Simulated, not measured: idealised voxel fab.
voxel released beams: a process module
Each square cell in cross-section cut measures 5 nm, and the section as a whole is 185 nm wide.
A cross-section is a grid of square cells, given in bands from the top down. A band is one or more rows of cells. Within each band entry, the heights of the top and of the bottom of the band appear first, in that order and in nm; the materials of the band then follow from left to right, each with its corresponding width in nm. The designation "full width" on a single material indicates that it fills the band from edge to edge; the designation "blank" indicates empty space. For the purposes of this specification, 0 denotes the height below which the wafer in its as-received condition is composed wholly of one material, and the lowermost band, lacking a lower limit, extends downward without end, as expressed in "from 0 down". The expression "30 to 40" gives the width at the extremes of the band, the first number at its top row of cells and the second at its bottom row, with the width changing by equal amounts from each row to the next in between. Step note "no change occurred" = no cross-section cell changed. "Entrapped voids" enumerates empty spaces isolated from the top, with no open way to it, that contain at least 8 cells, giving each as width x height at distance from the left edge, all three in nm. That trailing text on a step's line, after the settings, is the simulator's own remark on the step. overlay nm: step with mask; distance mask lay right of planned place; negative value = left of planned place.

### Below is the list of planned process steps
step 1: RECEIVE (material Si)
step 2: CONFORMAL_DEP (material Al2O3; thk nm 10)
step 3: DIRECTIONAL_DEP (material SiO2; thk nm 15)
step 4: DIRECTIONAL_DEP (material aC; thk nm 15)
step 5: PATTERN (tone open; mask id ANCHOR; material resist; width nm 40; thk nm 35; overlay nm 0)
step 6: DIRECTIONAL_ETCH (etch materials aC; depth nm 15)
step 7: STRIP (etch materials resist)
step 8: DIRECTIONAL_ETCH (etch materials SiO2; depth nm 15)
step 9: STRIP (etch materials aC)
step 10: CONFORMAL_DEP (material W; thk nm 15)
step 11: MASKED_ETCH (tone cover; mask id BEAM; width nm 105; etch materials W; depth nm 15; overlay nm 0)
step 12: STRIP (etch materials SiO2)

### Incoming wafer in cross-section (state: after step 1)
    from 0 down | Si full width
    Entrapped voids: none

### The first of the two wafers as seen in cross-section once the module was finished; processing followed the plan
    from 40 to 25 | blank 35 nm | W 20 nm | blank 10 nm | W 75 nm | blank 45 nm
    from 25 to 10 | blank 40 nm | W 40 nm | blank 105 nm
    from 10 to 0 | Al2O3 full width
    from 0 down | Si full width
    Entrapped voids: none

### So this is wafer number two of the two, cut at the end of the module - it started where the first did and had the same plan, we just got one thing wrong running it
    from 40 to 25 | blank 35 nm | W 60 nm | blank 90 nm
    from 25 to 10 | blank 25 nm | W 15 nm | SiO2 40 nm | W 60 nm | blank 45 nm
    from 10 to 0 | Al2O3 full width
    from 0 down | Si full width
    Entrapped voids: none
Plan not followed: step 5 deviated from plan and actually ran as PATTERN (tone cover; mask id ANCHOR; material resist; width nm 40; thk nm 35; overlay nm 0)
at the end the second wafer has, in cells: 24 more of SiO2
